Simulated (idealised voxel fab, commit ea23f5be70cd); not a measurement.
Proc. module: voxel trench capacitor
This is section cut - it's 205 nm across, gridded in 5 nm square cells.
Cross-section, as written here: a square-cell grid given band by band from the top down, where a band holds one or more rows of cells.
Each band's line starts with the height of the band's top and of its bottom, in nm. Then come its materials from left to right, each with its width in nm. One material with "throughout" fills the band from edge to edge. "blank" is empty space.
Convention: height 0 is the level below which the wafer, as received, is all one material. The lowest band does not terminate at the bottom but continues downward, represented as "from 0 down".
A width such as "30..40" changes by the same amount from each row of cells to the next, from the band's top row to its bottom row.
Any step labelled "no change" changed none of the cells in the cross-section.
Empty spaces without an open route to the top, at least 8 cells in extent, make up the entry "Voids, sealed"; each is given as width x height at distance, where the distance is measured from the left edge, and all are in nm.
If you see something after the settings on a step's line, that's the simulator's own remark about that step.
"overlay nm", when on a step's line for a step with a mask, measures how far to the right of its planned place the mask lay; a negative measure means to the left.
# The planned process steps are enumerated hereunder
1,RECEIVE (material Si)
2,CONFORMAL_DEP (material SiN; thk nm 10)
3,MASKED_ETCH (tone open; mask id TRENCH; width nm 15; pitch nm 45; etch materials SiN; depth nm 10; overlay nm 0)
4,MASKED_ETCH (tone open; mask id TRENCH; width nm 25; pitch nm 45; etch materials Si; depth nm 25; overlay nm 0)
5,CONFORMAL_DEP (material Al2O3; thk nm 5)
6,FILL_DEP (material polySi; thk nm 5)
7,CMP (height nm 10)
The wafers in this document start out alike and differ in the width nm applied at step 3; the plan shows the value used for the first wafer.
# As received, i.e. after step 1: cross-section through the first of several wafers
* from 0 down: Si throughout
* Voids, sealed: none
# So in this table every wafer gets its own row, and what you see is where it stands at the end of the module: for each material, how many cells it picked up (+) or gave up (-) since we received it, and after that its closed voids
width nm 15 | +30 Al2O3 | -30 Si | +70 SiN | +12 polySi | Voids, sealed: none
width nm 20 | +32 Al2O3 | -40 Si | +66 SiN | +24 polySi | Voids, sealed: none
width nm 25 | +34 Al2O3 | -50 Si | +62 SiN | +36 polySi | Voids, sealed: none
width nm 30 | +36 Al2O3 | -50 Si | +58 SiN | +38 polySi | Voids, sealed: none
